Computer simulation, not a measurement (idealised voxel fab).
Process module under the name voxel spacer lines
The figure presents cross-section cut, which has a width of 200 nm and is divided into square cells with an edge length of 5 nm.
Cross-section format: a grid of square cells, given as bands from top to bottom; each band is one or more rows of cells. Per band: top height and bottom height in nm, followed by the left-to-right materials and their widths in nm; "throughout" marks a single material spanning edge to edge, "empty" marks empty space. All heights in this document are referenced to 0, defined as the level beneath which the wafer, as received, consists entirely of one material. The lowest band is not bounded below; it extends indefinitely downward and is written in the form "0 nm and below". Per-row width for "30 to 40": begins at first number (top row of band), ends at second number (bottom row), increment between rows held constant. Step note "no alterations made" = no cross-section cell changed. Closed empty spaces (no open way to the top) of 8 cells or more are what "Completely enclosed voids" lists, each as width x height at distance from the left edge, nm for all three. Read whatever lies past the settings on a step's line as the simulator's own remark about the step. overlay nm: how far to the right of its planned place the mask lay on this masked step (negative: to the left).

PROCESS STEPS (PLANNED)
| 1 | RECEIVE | material Si |
| 2 | CONFORMAL_DEP | material Al2O3 | thk nm 10 |
| 3 | DIRECTIONAL_DEP | material TiN | thk nm 15 |
| 4 | DIRECTIONAL_DEP | material aC | thk nm 20 |
| 5 | PATTERN | tone cover | mask id MANDREL | material resist | width nm 25 | pitch nm 70 | thk nm 25 | overlay nm 0 |
| 6 | DIRECTIONAL_ETCH | etch materials aC | depth nm 20 |
| 7 | STRIP | etch materials resist |
| 8 | CONFORMAL_DEP | material SiO2 | thk nm 10 |
| 9 | DIRECTIONAL_ETCH | etch materials SiO2 | depth nm 10 |
| 10 | STRIP | etch materials aC |
| 11 | DIRECTIONAL_ETCH | etch materials TiN | depth nm 15 |
| 12 | STRIP | etch materials SiO2 |

WAFER AS RECEIVED: CROSS-SECTION FOLLOWING STEP 1
	0 nm and below | Si throughout
	Completely enclosed voids: none

FINAL WAFER PROFILE IN CROSS-SECTION AFTER THE MODULE, FROM THE SAME START AND PLAN AS ABOVE, WITH ONE MISTAKE MADE DURING PROCESSING
	25 nm to 15 nm | 5 empty; 10 TiN; 25 empty; 10 TiN; 25 empty; 10 TiN; 25 empty; 10 TiN; 25 empty; 10 TiN; 25 empty; 10 TiN; 10 empty
	15 nm to 10 nm | TiN throughout
	10 nm to 0 nm | Al2O3 throughout
	0 nm and below | Si throughout
	Completely enclosed voids: none
Short version of what went wrong: note that step 11 departed from the planned setting and was carried out as DIRECTIONAL_ETCH | etch materials TiN | depth nm 10
